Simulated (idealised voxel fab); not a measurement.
The document below concerns the process module designated voxel wiring stack.
Cross-section cut spans 275 nm and uses square cells 5 nm in size.
Square cells in a grid make up a cross-section in this document, and the grid is given as bands, listed from the top down, each one or more rows of cells. Heights first: top, then bottom, in nm. Then materials, left to right, each with a width in nm. "all across" on a single material: fills the band edge to edge. "empty": empty space. Measure heights from 0. That's the level where, below it, the as-received wafer is all one material. The lowest band is bottomless and extends downward; write it as in "top 0, no bottom". So if you see something like "30..40" for the width, read it as the top row of the band sitting at the first number and the bottom row at the second, with every row in between moving by the same amount as the last. Key: "nothing was modified" - step with no changed cell in the cross-section. "closed voids" contains a list of empty spaces, each no smaller than 8 cells and without an open way to the top, written in the form width x height at distance with the distance from the left edge and all three in nm. Anything after a step's settings on that line? It's the simulator's own note about the step. You can add "overlay nm" to a step's line. For a step with a mask, it describes how far the mask lay to the right of its planned position, and a negative number describes a lay to the left.
PROCESS STEPS - PLAN
1. op RECEIVE | material Si
2. op CONFORMAL_DEP | material SiO2 | thk nm 15
3. op DIRECTIONAL_DEP | material TiN | thk nm 5
4. op DIRECTIONAL_DEP | material Ru | thk nm 25
5. op PATTERN | tone cover | mask id METAL_1 | material resist | width nm 25 | pitch nm 40 | thk nm 20 | overlay nm 0
6. op DIRECTIONAL_ETCH | etch materials Ru | depth nm 25
7. op DIRECTIONAL_ETCH | etch materials TiN | depth nm 5
8. op STRIP | etch materials resist
9. op FILL_DEP | material lowk | thk nm 10
10. op CMP | height nm 45
11. op CONFORMAL_DEP | material SiCN | thk nm 5
12. op DIRECTIONAL_DEP | material SiO2 | thk nm 30
13. op DIRECTIONAL_DEP | material aC | thk nm 10
14. op PATTERN | tone open | mask id METAL_2 | material resist | width nm 25 | pitch nm 40 | thk nm 30 | overlay nm 0
15. op DIRECTIONAL_ETCH | etch materials aC | depth nm 10
16. op STRIP | etch materials resist
17. op DIRECTIONAL_ETCH | etch materials SiO2 | depth nm 20
18. op STRIP | etch materials aC
19. op DIRECTIONAL_DEP | material aC | thk nm 15
20. op PATTERN | tone open | mask id METAL_2_HOLES | material resist | width nm 15 | pitch nm 80 | thk nm 35 | overlay nm 0
21. op DIRECTIONAL_ETCH | etch materials aC | depth nm 15
22. op STRIP | etch materials resist
23. op DIRECTIONAL_ETCH | etch materials SiO2 | depth nm 10
24. op DIRECTIONAL_ETCH | etch materials SiCN | depth nm 5
25. op STRIP | etch materials aC
26. op CONFORMAL_DEP | material TiN | thk nm 5
27. op FILL_DEP | material Cu | thk nm 10
28. op CMP | height nm 80
29. op CONFORMAL_DEP | material SiCN | thk nm 5
30. op DIRECTIONAL_DEP | material SiO2 | thk nm 30
31. op PATTERN | tone open | mask id METAL_3 | material resist | width nm 25 | pitch nm 40 | thk nm 15 | overlay nm 0
32. op DIRECTIONAL_ETCH | etch materials SiO2 | depth nm 20
33. op STRIP | etch materials resist
34. op DIRECTIONAL_DEP | material aC | thk nm 10
35. op PATTERN | tone open | mask id METAL_3_HOLES | material resist | width nm 15 | pitch nm 80 | thk nm 25 | overlay nm 0
36. op DIRECTIONAL_ETCH | etch materials aC | depth nm 10
37. op STRIP | etch materials resist
38. op DIRECTIONAL_ETCH | etch materials SiO2 | depth nm 10
39. op DIRECTIONAL_ETCH | etch materials SiCN | depth nm 5
40. op STRIP | etch materials aC
41. op CONFORMAL_DEP | material TiN | thk nm 5
42. op FILL_DEP | material Ru | thk nm 5
43. op CMP | height nm 115
44. op CONFORMAL_DEP | material SiCN | thk nm 5
45. op DIRECTIONAL_DEP | material SiO2 | thk nm 30
46. op PATTERN | tone open | mask id METAL_4_HOLES | material resist | width nm 15 | pitch nm 40 | thk nm 20 | overlay nm 0
47. op DIRECTIONAL_ETCH | etch materials SiO2 | depth nm 30
48. op STRIP | etch materials resist
49. op PATTERN | tone open | mask id METAL_4 | material resist | width nm 25 | pitch nm 40 | thk nm 20 | overlay nm 0
50. op DIRECTIONAL_ETCH | etch materials SiO2 | depth nm 20
51. op DIRECTIONAL_ETCH | etch materials SiCN | depth nm 5
52. op STRIP | etch materials resist
53. op CONFORMAL_DEP | material TiN | thk nm 5
54. op FILL_DEP | material Cu | thk nm 5
55. op CMP | height nm 150
56. op CONFORMAL_DEP | material SiCN | thk nm 5
SO, THE FIRST OF OUR TWO WAFERS, RUN JUST AS WE PLANNED IT
STEP 1 COMPLETE: CROSS-SECTION OF THE WAFER AS RECEIVED
- top 0, no bottom: Si all across
- closed voids: none
THE WAFER, SEEN IN CROSS-SECTION, AFTER STEP 2
- top 15, bottom 0: SiO2 all across
- At heights below 0, the structure remains unaltered.
THE WAFER, SEEN IN CROSS-SECTION, AFTER STEP 3
- top 20, bottom 15: TiN all across
- At heights below 15, the structure remains unaltered.
THE WAFER, SEEN IN CROSS-SECTION, AFTER STEP 4
- top 45, bottom 20: Ru all across
- At heights below 20, the structure remains unaltered.
THE WAFER, SEEN IN CROSS-SECTION, AFTER STEP 5
- top 65, bottom 45: empty 85  resist 25  empty 15  resist 25  empty 15  resist 25  empty 85
- At heights below 45, the structure remains unaltered.
THE WAFER, SEEN IN CROSS-SECTION, AFTER STEP 6
- top 65, bottom 45: empty 85  resist 25  empty 15  resist 25  empty 15  resist 25  empty 85
- top 45, bottom 20: empty 85  Ru 25  empty 15  Ru 25  empty 15  Ru 25  empty 85
- At heights below 20, the structure remains unaltered.
THE WAFER, SEEN IN CROSS-SECTION, AFTER STEP 7
- top 65, bottom 45: empty 85  resist 25  empty 15  resist 25  empty 15  resist 25  empty 85
- top 45, bottom 20: empty 85  Ru 25  empty 15  Ru 25  empty 15  Ru 25  empty 85
- top 20, bottom 15: empty 85  TiN 25  empty 15  TiN 25  empty 15  TiN 25  empty 85
- At heights below 15, the structure remains unaltered.
THE WAFER, SEEN IN CROSS-SECTION, AFTER STEP 8
- top 45, bottom 20: empty 85  Ru 25  empty 15  Ru 25  empty 15  Ru 25  empty 85
- At heights below 20, the structure remains unaltered.
THE WAFER, SEEN IN CROSS-SECTION, AFTER STEP 9
- top 55, bottom 45: lowk all across
- top 45, bottom 20: lowk 85  Ru 25  lowk 15  Ru 25  lowk 15  Ru 25  lowk 85
- top 20, bottom 15: lowk 85  TiN 25  lowk 15  TiN 25  lowk 15  TiN 25  lowk 85
- At heights below 15, the structure remains unaltered.
THE WAFER, SEEN IN CROSS-SECTION, AFTER STEP 10
- top 45, bottom 20: lowk 85  Ru 25  lowk 15  Ru 25  lowk 15  Ru 25  lowk 85
- At heights below 20, the structure remains unaltered.
THE WAFER, SEEN IN CROSS-SECTION, AFTER STEP 11
- top 50, bottom 45: SiCN all across
- At heights below 45, the structure remains unaltered.
THE WAFER, SEEN IN CROSS-SECTION, AFTER STEP 12
- top 80, bottom 50: SiO2 all across
- At heights below 50, the structure remains unaltered.
THE WAFER, SEEN IN CROSS-SECTION, AFTER STEP 13
- top 90, bottom 80: aC all across
- At heights below 80, the structure remains unaltered.
THE WAFER, SEEN IN CROSS-SECTION, AFTER STEP 14
- top 120, bottom 90: resist 85  empty 25  resist 15  empty 25  resist 15  empty 25  resist 85
- At heights below 90, the structure remains unaltered.
THE WAFER, SEEN IN CROSS-SECTION, AFTER STEP 15
- top 110, bottom 90: resist 85  empty 25  resist 15  empty 25  resist 15  empty 25  resist 85
- top 90, bottom 80: aC 85  empty 25  aC 15  empty 25  aC 15  empty 25  aC 85
- At heights below 80, the structure remains unaltered.
THE WAFER, SEEN IN CROSS-SECTION, AFTER STEP 16
- top 90, bottom 80: aC 85  empty 25  aC 15  empty 25  aC 15  empty 25  aC 85
- At heights below 80, the structure remains unaltered.
THE WAFER, SEEN IN CROSS-SECTION, AFTER STEP 17
- top 90, bottom 80: aC 85  empty 25  aC 15  empty 25  aC 15  empty 25  aC 85
- top 80, bottom 60: SiO2 85  empty 25  SiO2 15  empty 25  SiO2 15  empty 25  SiO2 85
- At heights below 60, the structure remains unaltered.
THE WAFER, SEEN IN CROSS-SECTION, AFTER STEP 18
- top 80, bottom 60: SiO2 85  empty 25  SiO2 15  empty 25  SiO2 15  empty 25  SiO2 85
- At heights below 60, the structure remains unaltered.
THE WAFER, SEEN IN CROSS-SECTION, AFTER STEP 19
- top 95, bottom 80: aC 85  empty 25  aC 15  empty 25  aC 15  empty 25  aC 85
- top 80, bottom 75: SiO2 85  empty 25  SiO2 15  empty 25  SiO2 15  empty 25  SiO2 85
- top 75, bottom 60: SiO2 85  aC 25  SiO2 15  aC 25  SiO2 15  aC 25  SiO2 85
- At heights below 60, the structure remains unaltered.
THE WAFER, SEEN IN CROSS-SECTION, AFTER STEP 20
- top 130, bottom 95: resist 85  empty 15  resist 65  empty 15  resist 95
- top 95, bottom 80: aC 85  empty 15  resist 10  aC 15  resist 25  aC 15  empty 15  resist 10  aC 85
- top 80, bottom 75: SiO2 85  empty 15  resist 10  SiO2 15  resist 25  SiO2 15  empty 15  resist 10  SiO2 85
- At heights below 75, the structure remains unaltered.
THE WAFER, SEEN IN CROSS-SECTION, AFTER STEP 21
- top 115, bottom 95: resist 85  empty 15  resist 65  empty 15  resist 95
- top 95, bottom 80: aC 85  empty 15  resist 10  aC 15  resist 25  aC 15  empty 15  resist 10  aC 85
- top 80, bottom 75: SiO2 85  empty 15  resist 10  SiO2 15  resist 25  SiO2 15  empty 15  resist 10  SiO2 85
- top 75, bottom 60: SiO2 85  empty 15  aC 10  SiO2 15  aC 25  SiO2 15  empty 15  aC 10  SiO2 85
- At heights below 60, the structure remains unaltered.
THE WAFER, SEEN IN CROSS-SECTION, AFTER STEP 22
- top 95, bottom 80: aC 85  empty 25  aC 15  empty 25  aC 15  empty 25  aC 85
- top 80, bottom 75: SiO2 85  empty 25  SiO2 15  empty 25  SiO2 15  empty 25  SiO2 85
- At heights below 75, the structure remains unaltered.
THE WAFER, SEEN IN CROSS-SECTION, AFTER STEP 23
- top 95, bottom 80: aC 85  empty 25  aC 15  empty 25  aC 15  empty 25  aC 85
- top 80, bottom 75: SiO2 85  empty 25  SiO2 15  empty 25  SiO2 15  empty 25  SiO2 85
- top 75, bottom 60: SiO2 85  empty 15  aC 10  SiO2 15  aC 25  SiO2 15  empty 15  aC 10  SiO2 85
- top 60, bottom 50: SiO2 85  empty 15  SiO2 65  empty 15  SiO2 95
- At heights below 50, the structure remains unaltered.
THE WAFER, SEEN IN CROSS-SECTION, AFTER STEP 24
- top 95, bottom 80: aC 85  empty 25  aC 15  empty 25  aC 15  empty 25  aC 85
- top 80, bottom 75: SiO2 85  empty 25  SiO2 15  empty 25  SiO2 15  empty 25  SiO2 85
- top 75, bottom 60: SiO2 85  empty 15  aC 10  SiO2 15  aC 25  SiO2 15  empty 15  aC 10  SiO2 85
- top 60, bottom 50: SiO2 85  empty 15  SiO2 65  empty 15  SiO2 95
- top 50, bottom 45: SiCN 85  empty 15  SiCN 65  empty 15  SiCN 95
- At heights below 45, the structure remains unaltered.
THE WAFER, SEEN IN CROSS-SECTION, AFTER STEP 25
- top 80, bottom 60: SiO2 85  empty 25  SiO2 15  empty 25  SiO2 15  empty 25  SiO2 85
- At heights below 60, the structure remains unaltered.
THE WAFER, SEEN IN CROSS-SECTION, AFTER STEP 26
- top 85, bottom 80: TiN 90  empty 15  TiN 25  empty 15  TiN 25  empty 15  TiN 90
- top 80, bottom 65: SiO2 85  TiN 5  empty 15  TiN 5  SiO2 15  TiN 5  empty 15  TiN 5  SiO2 15  TiN 5  empty 15  TiN 5  SiO2 85
- top 65, bottom 60: SiO2 85  TiN 5  empty 5  TiN 15  SiO2 15  TiN 25  SiO2 15  TiN 5  empty 5  TiN 15  SiO2 85
- top 60, bottom 50: SiO2 85  TiN 5  empty 5  TiN 5  SiO2 65  TiN 5  empty 5  TiN 5  SiO2 95
- top 50, bottom 45: SiCN 85  TiN 15  SiCN 65  TiN 15  SiCN 95
- At heights below 45, the structure remains unaltered.
THE WAFER, SEEN IN CROSS-SECTION, AFTER STEP 27
- top 95, bottom 85: Cu all across
- top 85, bottom 80: TiN 90  Cu 15  TiN 25  Cu 15  TiN 25  Cu 15  TiN 90
- top 80, bottom 65: SiO2 85  TiN 5  Cu 15  TiN 5  SiO2 15  TiN 5  Cu 15  TiN 5  SiO2 15  TiN 5  Cu 15  TiN 5  SiO2 85
- top 65, bottom 60: SiO2 85  TiN 5  Cu 5  TiN 15  SiO2 15  TiN 25  SiO2 15  TiN 5  Cu 5  TiN 15  SiO2 85
- top 60, bottom 50: SiO2 85  TiN 5  Cu 5  TiN 5  SiO2 65  TiN 5  Cu 5  TiN 5  SiO2 95
- At heights below 50, the structure remains unaltered.
THE WAFER, SEEN IN CROSS-SECTION, AFTER STEP 28
- top 80, bottom 65: SiO2 85  TiN 5  Cu 15  TiN 5  SiO2 15  TiN 5  Cu 15  TiN 5  SiO2 15  TiN 5  Cu 15  TiN 5  SiO2 85
- At heights below 65, the structure remains unaltered.
THE WAFER, SEEN IN CROSS-SECTION, AFTER STEP 29
- top 85, bottom 80: SiCN all across
- At heights below 80, the structure remains unaltered.
THE WAFER, SEEN IN CROSS-SECTION, AFTER STEP 30
- top 115, bottom 85: SiO2 all across
- At heights below 85, the structure remains unaltered.
THE WAFER, SEEN IN CROSS-SECTION, AFTER STEP 31
- top 130, bottom 115: resist 85  empty 25  resist 15  empty 25  resist 15  empty 25  resist 85
- At heights below 115, the structure remains unaltered.
THE WAFER, SEEN IN CROSS-SECTION, AFTER STEP 32
- top 130, bottom 115: resist 85  empty 25  resist 15  empty 25  resist 15  empty 25  resist 85
- top 115, bottom 95: SiO2 85  empty 25  SiO2 15  empty 25  SiO2 15  empty 25  SiO2 85
- At heights below 95, the structure remains unaltered.
THE WAFER, SEEN IN CROSS-SECTION, AFTER STEP 33
- top 115, bottom 95: SiO2 85  empty 25  SiO2 15  empty 25  SiO2 15  empty 25  SiO2 85
- At heights below 95, the structure remains unaltered.
THE WAFER, SEEN IN CROSS-SECTION, AFTER STEP 34
- top 125, bottom 115: aC 85  empty 25  aC 15  empty 25  aC 15  empty 25  aC 85
- top 115, bottom 105: SiO2 85  empty 25  SiO2 15  empty 25  SiO2 15  empty 25  SiO2 85
- top 105, bottom 95: SiO2 85  aC 25  SiO2 15  aC 25  SiO2 15  aC 25  SiO2 85
- At heights below 95, the structure remains unaltered.
THE WAFER, SEEN IN CROSS-SECTION, AFTER STEP 35
- top 150, bottom 125: resist 85  empty 15  resist 65  empty 15  resist 95
- top 125, bottom 115: aC 85  empty 15  resist 10  aC 15  resist 25  aC 15  empty 15  resist 10  aC 85
- top 115, bottom 105: SiO2 85  empty 15  resist 10  SiO2 15  resist 25  SiO2 15  empty 15  resist 10  SiO2 85
- At heights below 105, the structure remains unaltered.
THE WAFER, SEEN IN CROSS-SECTION, AFTER STEP 36
- top 140, bottom 125: resist 85  empty 15  resist 65  empty 15  resist 95
- top 125, bottom 115: aC 85  empty 15  resist 10  aC 15  resist 25  aC 15  empty 15  resist 10  aC 85
- top 115, bottom 105: SiO2 85  empty 15  resist 10  SiO2 15  resist 25  SiO2 15  empty 15  resist 10  SiO2 85
- top 105, bottom 95: SiO2 85  empty 15  aC 10  SiO2 15  aC 25  SiO2 15  empty 15  aC 10  SiO2 85
- At heights below 95, the structure remains unaltered.
THE WAFER, SEEN IN CROSS-SECTION, AFTER STEP 37
- top 125, bottom 115: aC 85  empty 25  aC 15  empty 25  aC 15  empty 25  aC 85
- top 115, bottom 105: SiO2 85  empty 25  SiO2 15  empty 25  SiO2 15  empty 25  SiO2 85
- At heights below 105, the structure remains unaltered.
THE WAFER, SEEN IN CROSS-SECTION, AFTER STEP 38
- top 125, bottom 115: aC 85  empty 25  aC 15  empty 25  aC 15  empty 25  aC 85
- top 115, bottom 105: SiO2 85  empty 25  SiO2 15  empty 25  SiO2 15  empty 25  SiO2 85
- top 105, bottom 95: SiO2 85  empty 15  aC 10  SiO2 15  aC 25  SiO2 15  empty 15  aC 10  SiO2 85
- top 95, bottom 85: SiO2 85  empty 15  SiO2 65  empty 15  SiO2 95
- At heights below 85, the structure remains unaltered.
THE WAFER, SEEN IN CROSS-SECTION, AFTER STEP 39
- top 125, bottom 115: aC 85  empty 25  aC 15  empty 25  aC 15  empty 25  aC 85
- top 115, bottom 105: SiO2 85  empty 25  SiO2 15  empty 25  SiO2 15  empty 25  SiO2 85
- top 105, bottom 95: SiO2 85  empty 15  aC 10  SiO2 15  aC 25  SiO2 15  empty 15  aC 10  SiO2 85
- top 95, bottom 85: SiO2 85  empty 15  SiO2 65  empty 15  SiO2 95
- top 85, bottom 80: SiCN 85  empty 15  SiCN 65  empty 15  SiCN 95
- At heights below 80, the structure remains unaltered.
THE WAFER, SEEN IN CROSS-SECTION, AFTER STEP 40
- top 115, bottom 95: SiO2 85  empty 25  SiO2 15  empty 25  SiO2 15  empty 25  SiO2 85
- At heights below 95, the structure remains unaltered.
THE WAFER, SEEN IN CROSS-SECTION, AFTER STEP 41
- top 120, bottom 115: TiN 90  empty 15  TiN 25  empty 15  TiN 25  empty 15  TiN 90
- top 115, bottom 100: SiO2 85  TiN 5  empty 15  TiN 5  SiO2 15  TiN 5  empty 15  TiN 5  SiO2 15  TiN 5  empty 15  TiN 5  SiO2 85
- top 100, bottom 95: SiO2 85  TiN 5  empty 5  TiN 15  SiO2 15  TiN 25  SiO2 15  TiN 5  empty 5  TiN 15  SiO2 85
- top 95, bottom 85: SiO2 85  TiN 5  empty 5  TiN 5  SiO2 65  TiN 5  empty 5  TiN 5  SiO2 95
- top 85, bottom 80: SiCN 85  TiN 15  SiCN 65  TiN 15  SiCN 95
- At heights below 80, the structure remains unaltered.
THE WAFER, SEEN IN CROSS-SECTION, AFTER STEP 42
- top 125, bottom 120: Ru all across
- top 120, bottom 115: TiN 90  Ru 15  TiN 25  Ru 15  TiN 25  Ru 15  TiN 90
- top 115, bottom 100: SiO2 85  TiN 5  Ru 15  TiN 5  SiO2 15  TiN 5  Ru 15  TiN 5  SiO2 15  TiN 5  Ru 15  TiN 5  SiO2 85
- top 100, bottom 95: SiO2 85  TiN 5  Ru 5  TiN 15  SiO2 15  TiN 25  SiO2 15  TiN 5  Ru 5  TiN 15  SiO2 85
- top 95, bottom 85: SiO2 85  TiN 5  Ru 5  TiN 5  SiO2 65  TiN 5  Ru 5  TiN 5  SiO2 95
- At heights below 85, the structure remains unaltered.
THE WAFER, SEEN IN CROSS-SECTION, AFTER STEP 43
- top 115, bottom 100: SiO2 85  TiN 5  Ru 15  TiN 5  SiO2 15  TiN 5  Ru 15  TiN 5  SiO2 15  TiN 5  Ru 15  TiN 5  SiO2 85
- At heights below 100, the structure remains unaltered.
THE WAFER, SEEN IN CROSS-SECTION, AFTER STEP 44
- top 120, bottom 115: SiCN all across
- At heights below 115, the structure remains unaltered.
THE WAFER, SEEN IN CROSS-SECTION, AFTER STEP 45
- top 150, bottom 120: SiO2 all across
- At heights below 120, the structure remains unaltered.
THE WAFER, SEEN IN CROSS-SECTION, AFTER STEP 46
- top 170, bottom 150: resist 85  empty 15  resist 25  empty 15  resist 25  empty 15  resist 95
- At heights below 150, the structure remains unaltered.
THE WAFER, SEEN IN CROSS-SECTION, AFTER STEP 47
- top 170, bottom 150: resist 85  empty 15  resist 25  empty 15  resist 25  empty 15  resist 95
- top 150, bottom 120: SiO2 85  empty 15  SiO2 25  empty 15  SiO2 25  empty 15  SiO2 95
- At heights below 120, the structure remains unaltered.
THE WAFER, SEEN IN CROSS-SECTION, AFTER STEP 48
- top 150, bottom 120: SiO2 85  empty 15  SiO2 25  empty 15  SiO2 25  empty 15  SiO2 95
- At heights below 120, the structure remains unaltered.
THE WAFER, SEEN IN CROSS-SECTION, AFTER STEP 49
- top 170, bottom 150: resist 85  empty 25  resist 15  empty 25  resist 15  empty 25  resist 85
- At heights below 150, the structure remains unaltered.
THE WAFER, SEEN IN CROSS-SECTION, AFTER STEP 50
- top 170, bottom 150: resist 85  empty 25  resist 15  empty 25  resist 15  empty 25  resist 85
- top 150, bottom 130: SiO2 85  empty 25  SiO2 15  empty 25  SiO2 15  empty 25  SiO2 85
- At heights below 130, the structure remains unaltered.
THE WAFER, SEEN IN CROSS-SECTION, AFTER STEP 51
- top 170, bottom 150: resist 85  empty 25  resist 15  empty 25  resist 15  empty 25  resist 85
- top 150, bottom 130: SiO2 85  empty 25  SiO2 15  empty 25  SiO2 15  empty 25  SiO2 85
- top 130, bottom 120: SiO2 85  empty 15  SiO2 25  empty 15  SiO2 25  empty 15  SiO2 95
- top 120, bottom 115: SiCN 85  empty 15  SiCN 25  empty 15  SiCN 25  empty 15  SiCN 95
- At heights below 115, the structure remains unaltered.
THE WAFER, SEEN IN CROSS-SECTION, AFTER STEP 52
- top 150, bottom 130: SiO2 85  empty 25  SiO2 15  empty 25  SiO2 15  empty 25  SiO2 85
- At heights below 130, the structure remains unaltered.
THE WAFER, SEEN IN CROSS-SECTION, AFTER STEP 53
- top 155, bottom 150: TiN 90  empty 15  TiN 25  empty 15  TiN 25  empty 15  TiN 90
- top 150, bottom 135: SiO2 85  TiN 5  empty 15  TiN 5  SiO2 15  TiN 5  empty 15  TiN 5  SiO2 15  TiN 5  empty 15  TiN 5  SiO2 85
- top 135, bottom 130: SiO2 85  TiN 5  empty 5  TiN 15  SiO2 15  TiN 5  empty 5  TiN 15  SiO2 15  TiN 5  empty 5  TiN 15  SiO2 85
- top 130, bottom 120: SiO2 85  TiN 5  empty 5  TiN 5  SiO2 25  TiN 5  empty 5  TiN 5  SiO2 25  TiN 5  empty 5  TiN 5  SiO2 95
- top 120, bottom 115: SiCN 85  TiN 15  SiCN 25  TiN 15  SiCN 25  TiN 15  SiCN 95
- At heights below 115, the structure remains unaltered.
THE WAFER, SEEN IN CROSS-SECTION, AFTER STEP 54
- top 160, bottom 155: Cu all across
- top 155, bottom 150: TiN 90  Cu 15  TiN 25  Cu 15  TiN 25  Cu 15  TiN 90
- top 150, bottom 135: SiO2 85  TiN 5  Cu 15  TiN 5  SiO2 15  TiN 5  Cu 15  TiN 5  SiO2 15  TiN 5  Cu 15  TiN 5  SiO2 85
- top 135, bottom 130: SiO2 85  TiN 5  Cu 5  TiN 15  SiO2 15  TiN 5  Cu 5  TiN 15  SiO2 15  TiN 5  Cu 5  TiN 15  SiO2 85
- top 130, bottom 120: SiO2 85  TiN 5  Cu 5  TiN 5  SiO2 25  TiN 5  Cu 5  TiN 5  SiO2 25  TiN 5  Cu 5  TiN 5  SiO2 95
- At heights below 120, the structure remains unaltered.
THE WAFER, SEEN IN CROSS-SECTION, AFTER STEP 55
- top 150, bottom 135: SiO2 85  TiN 5  Cu 15  TiN 5  SiO2 15  TiN 5  Cu 15  TiN 5  SiO2 15  TiN 5  Cu 15  TiN 5  SiO2 85
- At heights below 135, the structure remains unaltered.
THE WAFER, SEEN IN CROSS-SECTION, AFTER STEP 56
- top 155, bottom 150: SiCN all across
- At heights below 150, the structure remains unaltered.
COMPANION WAFER, THE SECOND OF TWO: SAME BEGINNING, SAME INTENDED SEQUENCE, ONE MISTAKE IN CARRYING IT OUT; THROUGH STEP 48 INCLUSIVE IT TRACKS THE FIRST EXACTLY
CROSS-SECTIONAL VIEW OF THE SECOND WAFER AT THE INTENDED END TIME OF PROCESS STEP 49
- top 170, bottom 150: resist 90  empty 20  resist 20  empty 20  resist 20  empty 20  resist 85
- top 150, bottom 120: SiO2 85  resist 5  empty 10  SiO2 25  resist 5  empty 10  SiO2 25  resist 5  empty 10  SiO2 95
- At heights below 120, the structure remains unaltered.
CROSS-SECTIONAL VIEW OF THE SECOND WAFER AT THE INTENDED END TIME OF PROCESS STEP 50
- top 170, bottom 150: resist 90  empty 20  resist 20  empty 20  resist 20  empty 20  resist 85
- top 150, bottom 130: SiO2 85  resist 5  empty 20  SiO2 15  resist 5  empty 20  SiO2 15  resist 5  empty 20  SiO2 85
- At heights below 130, the structure remains unaltered.
CROSS-SECTIONAL VIEW OF THE SECOND WAFER AT THE INTENDED END TIME OF PROCESS STEP 51
- top 170, bottom 150: resist 90  empty 20  resist 20  empty 20  resist 20  empty 20  resist 85
- top 150, bottom 130: SiO2 85  resist 5  empty 20  SiO2 15  resist 5  empty 20  SiO2 15  resist 5  empty 20  SiO2 85
- top 130, bottom 120: SiO2 85  resist 5  empty 10  SiO2 25  resist 5  empty 10  SiO2 25  resist 5  empty 10  SiO2 95
- top 120, bottom 115: SiCN 90  empty 10  SiCN 30  empty 10  SiCN 30  empty 10  SiCN 95
- At heights below 115, the structure remains unaltered.
CROSS-SECTIONAL VIEW OF THE SECOND WAFER AT THE INTENDED END TIME OF PROCESS STEP 52
- top 150, bottom 130: SiO2 85  empty 25  SiO2 15  empty 25  SiO2 15  empty 25  SiO2 85
- top 130, bottom 120: SiO2 85  empty 15  SiO2 25  empty 15  SiO2 25  empty 15  SiO2 95
- At heights below 120, the structure remains unaltered.
CROSS-SECTIONAL VIEW OF THE SECOND WAFER AT THE INTENDED END TIME OF PROCESS STEP 53
- top 155, bottom 150: TiN 90  empty 15  TiN 25  empty 15  TiN 25  empty 15  TiN 90
- top 150, bottom 135: SiO2 85  TiN 5  empty 15  TiN 5  SiO2 15  TiN 5  empty 15  TiN 5  SiO2 15  TiN 5  empty 15  TiN 5  SiO2 85
- top 135, bottom 125: SiO2 85  TiN 5  empty 5  TiN 15..5  SiO2 15..25  TiN 5  empty 5  TiN 15..5  SiO2 15..25  TiN 5  empty 5  TiN 15..5  SiO2 85..95
- top 125, bottom 120: SiO2 85  TiN 15  SiO2 25  TiN 15  SiO2 25  TiN 15  SiO2 95
- top 120, bottom 115: SiCN 90  TiN 10  SiCN 30  TiN 10  SiCN 30  TiN 10  SiCN 95
- At heights below 115, the structure remains unaltered.
CROSS-SECTIONAL VIEW OF THE SECOND WAFER AT THE INTENDED END TIME OF PROCESS STEP 54
- top 160, bottom 155: Cu all across
- top 155, bottom 150: TiN 90  Cu 15  TiN 25  Cu 15  TiN 25  Cu 15  TiN 90
- top 150, bottom 135: SiO2 85  TiN 5  Cu 15  TiN 5  SiO2 15  TiN 5  Cu 15  TiN 5  SiO2 15  TiN 5  Cu 15  TiN 5  SiO2 85
- top 135, bottom 125: SiO2 85  TiN 5  Cu 5  TiN 15..5  SiO2 15..25  TiN 5  Cu 5  TiN 15..5  SiO2 15..25  TiN 5  Cu 5  TiN 15..5  SiO2 85..95
- At heights below 125, the structure remains unaltered.
CROSS-SECTIONAL VIEW OF THE SECOND WAFER AT THE INTENDED END TIME OF PROCESS STEP 55
- top 150, bottom 135: SiO2 85  TiN 5  Cu 15  TiN 5  SiO2 15  TiN 5  Cu 15  TiN 5  SiO2 15  TiN 5  Cu 15  TiN 5  SiO2 85
- At heights below 135, the structure remains unaltered.
CROSS-SECTIONAL VIEW OF THE SECOND WAFER AT THE INTENDED END TIME OF PROCESS STEP 56
- top 155, bottom 150: SiCN all across
- At heights below 150, the structure remains unaltered.
What was the processing mistake? planned and actual differ for step 49; actual: op PATTERN | tone open | mask id METAL_4 | material resist | width nm 20 | pitch nm 40 | thk nm 20 | overlay nm 0
FYI, end of process, the second wafer has more or fewer cells of some materials than the first: 3 fewer of Cu | 3 more of SiCN
